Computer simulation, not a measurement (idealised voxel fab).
process module | voxel released beams
Shown is cross-section cut, with a width of 205 nm and square cells of size 5 nm.
Each cross-section below is a grid of square cells, stated as bands in top-down order, with one or more rows of cells making up each band.
In this notation a band is specified by the heights of its top and bottom, in that order and in nm, after which its materials appear from left to right, each paired with its width in nm. The word "throughout" attached to a single material means that material fills the band from edge to edge; the word "air" stands for empty space.
A quick word on heights: they are counted from 0, and under that level the wafer as it came to us is one material throughout. The lowest band is different from the rest in having no bottom; it simply continues downward, written as in "z 0 and below".
Quick explanation for "30->40": the width changes in equal steps down the rows of cells, from the first number in the band's top row to the second number in its bottom row.
Basically "no alteration" means that step didn't change any cell in the cross-section.
Reported under the label "Completely sealed voids" are the empty spaces having no open way to the top and comprising 8 cells or more; the notation for each is width x height at distance, in which the distance is measured from the left edge and all three values are in nm.
That trailing text on a step's line, after the settings, is the simulator's own remark on the step.
overlay nm: how far to the right of its planned place the mask lay on this masked step (negative: to the left).

# The following list gives the planned process steps
1: RECEIVE,material Si
2: CONFORMAL_DEP,material SiN,thk nm 10
3: DIRECTIONAL_DEP,material SiO2,thk nm 20
4: MASKED_ETCH,tone open,mask id ANCHOR,width nm 30,etch materials SiO2,depth nm 20,overlay nm 0
5: CONFORMAL_DEP,material W,thk nm 10
6: MASKED_ETCH,tone cover,mask id BEAM,width nm 85,etch materials W,depth nm 10,overlay nm 0
7: STRIP,etch materials SiO2

# Received-state cross-section, reflecting completion of step 1
  z 0 and below: Si throughout
  Completely sealed voids: none

# First of two wafers at the end of the module, shown in cross-section; run carried out as planned
  z 40 to 30: 55 of air, then 15 of W, then 10 of air, then 60 of W, then 65 of air
  z 30 to 20: 60 of air, then 10 of W, then 10 of air, then 10 of W, then 115 of air
  z 20 to 10: 60 of air, then 30 of W, then 115 of air
  z 10 to 0: SiN throughout
  z 0 and below: Si throughout
  Completely sealed voids: none

# Cross-section of the latter of the two wafers at module completion. It had an identical start and an identical plan to the former; in running it, one mistake was made
  z 40 to 30: 55 of air, then 15 of W, then 15 of air, then 55 of W, then 65 of air
  z 30 to 20: 60 of air, then 10 of W, then 15 of air, then 10 of W, then 110 of air
  z 20 to 10: 60 of air, then 35 of W, then 110 of air
  z 10 to 0: SiN throughout
  z 0 and below: Si throughout
  Completely sealed voids: none
what went wrong: step 4 ran as: MASKED_ETCH,tone open,mask id ANCHOR,width nm 35,etch materials SiO2,depth nm 20,overlay nm 0
When the process is done, the second wafer contains the same cell count of every material as the first wafer, but distributed over other locations.
